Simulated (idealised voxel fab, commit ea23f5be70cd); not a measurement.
process module | voxel capacitor over wiring
cross-section cut | 260 nm wide | cells 5 nm
A cross-section is a grid of square cells, given in bands from the top down. A band is one or more rows of cells.
Each band's line starts with the height of the band's top and of its bottom, in nm. Then come its materials from left to right, each with its width in nm. One material with "throughout" fills the band from edge to edge. "air" is empty space.
Height 0 is the level under which the wafer as received is all one material. The lowest band goes on downwards, as in "0 down".
A width such as "30 to 40" changes by the same amount from each row of cells to the next, from the band's top row to its bottom row.
"no change" after a step means that no cell of the cross-section changed.
closed voids: empty space of 8 cells or more with no open way to the top, each as width x height at its distance from the left edge, in nm
after a step's settings: what the simulator itself notes on the step
overlay nm, on a step with a mask: how far to the right of its planned place the mask lay; to the left if negative
plan
1 op RECEIVE | material Si
2 op CONFORMAL_DEP | material SiO2 | thk nm 15
3 op CONFORMAL_DEP | material SiCN | thk nm 5
4 op DIRECTIONAL_DEP | material lowk | thk nm 25
5 op DIRECTIONAL_DEP | material aC | thk nm 10
6 op PATTERN | tone open | mask id METAL_1 | material resist | width nm 20 | pitch nm 80 | thk nm 30 | overlay nm -15
7 op DIRECTIONAL_ETCH | etch materials aC | depth nm 10
8 op STRIP | etch materials resist
9 op DIRECTIONAL_ETCH | etch materials lowk | depth nm 25
10 op DIRECTIONAL_ETCH | etch materials SiCN | depth nm 5
11 op STRIP | etch materials aC
12 op CONFORMAL_DEP | material TiN | thk nm 5
13 op FILL_DEP | material Ru | thk nm 5
14 op CMP | height nm 45
15 op EPI | material Ru | thk nm 5
16 op FILL_DEP | material SiCN | thk nm 5
17 op DIRECTIONAL_DEP | material SiO2 | thk nm 20
18 op MASKED_ETCH | tone open | mask id PLUG_1 | width nm 15 | etch materials SiO2 | depth nm 20 | overlay nm 0
19 op MASKED_ETCH | tone open | mask id PLUG_1 | width nm 15 | etch materials SiCN | depth nm 5 | overlay nm 0
20 op CONFORMAL_DEP | material TiN | thk nm 5
21 op FILL_DEP | material W | thk nm 10
22 op CMP | height nm 75
23 op DIRECTIONAL_DEP | material TiN | thk nm 5
24 op DIRECTIONAL_DEP | material Al2O3 | thk nm 5
25 op DIRECTIONAL_DEP | material TiN | thk nm 10
26 op PATTERN | tone cover | mask id UPPER_PLATE | material resist | width nm 65 | thk nm 15 | overlay nm 0
27 op DIRECTIONAL_ETCH | etch materials TiN | depth nm 10
28 op DIRECTIONAL_ETCH | etch materials Al2O3 | depth nm 5
29 op STRIP | etch materials resist
30 op PATTERN | tone cover | mask id LOWER_PLATE | material resist | width nm 75 | thk nm 15 | overlay nm 0
31 op DIRECTIONAL_ETCH | etch materials TiN | depth nm 5
32 op STRIP | etch materials resist
33 op FILL_DEP | material SiO2 | thk nm 20
34 op CMP | height nm 110
35 op PATTERN | tone open | mask id PLUG_2 | material resist | width nm 15 | thk nm 15 | overlay nm 0
36 op DIRECTIONAL_ETCH | etch materials SiO2 | depth nm 15
37 op STRIP | etch materials resist
38 op CONFORMAL_DEP | material TiN | thk nm 5
39 op FILL_DEP | material Ru | thk nm 10
40 op CMP | height nm 110
41 op CONFORMAL_DEP | material SiCN | thk nm 5
varied across the wafers: overlay nm of step 6. The plan shows the first wafer's value. All wafers start alike
first wafer as received, after step 1
  0 down: Si throughout
  closed voids: none
first wafer at the end, after step 41
  115 to 110: SiCN throughout
  110 to 100: SiO2 95 | TiN 5 | Ru 5 | TiN 5 | SiO2 150
  100 to 95: SiO2 95 | TiN 15 | SiO2 150
  95 to 85: SiO2 85 | TiN 65 | SiO2 110
  85 to 80: SiO2 85 | Al2O3 65 | SiO2 110
  80 to 75: SiO2 80 | TiN 75 | SiO2 105
  75 to 55: SiO2 85 | TiN 5 | W 5 | TiN 5 | SiO2 160
  55 to 50: SiCN 85 | TiN 15 | SiCN 160
  50 to 45: SiCN 60 | Ru 30 | SiCN 50 | Ru 30 | SiCN 90
  45 to 20: lowk 65 | TiN 5 | Ru 10 | TiN 5 | lowk 60 | TiN 5 | Ru 10 | TiN 5 | lowk 95
  20 to 15: SiCN 65 | TiN 20 | SiCN 60 | TiN 20 | SiCN 95
  15 to 0: SiO2 throughout
  0 down: Si throughout
  closed voids: none
last wafer at the end
  115 to 110: SiCN throughout
  110 to 100: SiO2 95 | TiN 5 | Ru 5 | TiN 5 | SiO2 150
  100 to 95: SiO2 95 | TiN 15 | SiO2 150
  95 to 85: SiO2 85 | TiN 65 | SiO2 110
  85 to 80: SiO2 85 | Al2O3 65 | SiO2 110
  80 to 75: SiO2 80 | TiN 75 | SiO2 105
  75 to 55: SiO2 85 | TiN 5 | W 5 | TiN 5 | SiO2 160
  55 to 50: SiCN 85 | TiN 15 | SiCN 160
  50 to 45: SiCN 90 | Ru 30 | SiCN 50 | Ru 30 | SiCN 60
  45 to 20: lowk 95 | TiN 5 | Ru 10 | TiN 5 | lowk 60 | TiN 5 | Ru 10 | TiN 5 | lowk 65
  20 to 15: SiCN 95 | TiN 20 | SiCN 60 | TiN 20 | SiCN 65
  15 to 0: SiO2 throughout
  0 down: Si throughout
  closed voids: none
each wafer at the end: cells of each material gained (+) or lost (-) since it was received, then its closed voids
overlay nm -15 | +13 Al2O3 | +34 Ru | +185 SiCN | +653 SiO2 | +87 TiN | +4 W | +220 lowk | closed voids: none
overlay nm -10 | +13 Al2O3 | +34 Ru | +185 SiCN | +653 SiO2 | +87 TiN | +4 W | +220 lowk | closed voids: none
overlay nm -5 | +13 Al2O3 | +34 Ru | +185 SiCN | +653 SiO2 | +87 TiN | +4 W | +220 lowk | closed voids: none
overlay nm 0 | +13 Al2O3 | +34 Ru | +185 SiCN | +653 SiO2 | +87 TiN | +4 W | +220 lowk | closed voids: none
overlay nm 5 | +13 Al2O3 | +34 Ru | +185 SiCN | +653 SiO2 | +87 TiN | +4 W | +220 lowk | closed voids: none
overlay nm 10 | +13 Al2O3 | +34 Ru | +185 SiCN | +653 SiO2 | +87 TiN | +4 W | +220 lowk | closed voids: none
overlay nm 15 | +13 Al2O3 | +34 Ru | +185 SiCN | +653 SiO2 | +87 TiN | +4 W | +220 lowk | closed voids: none
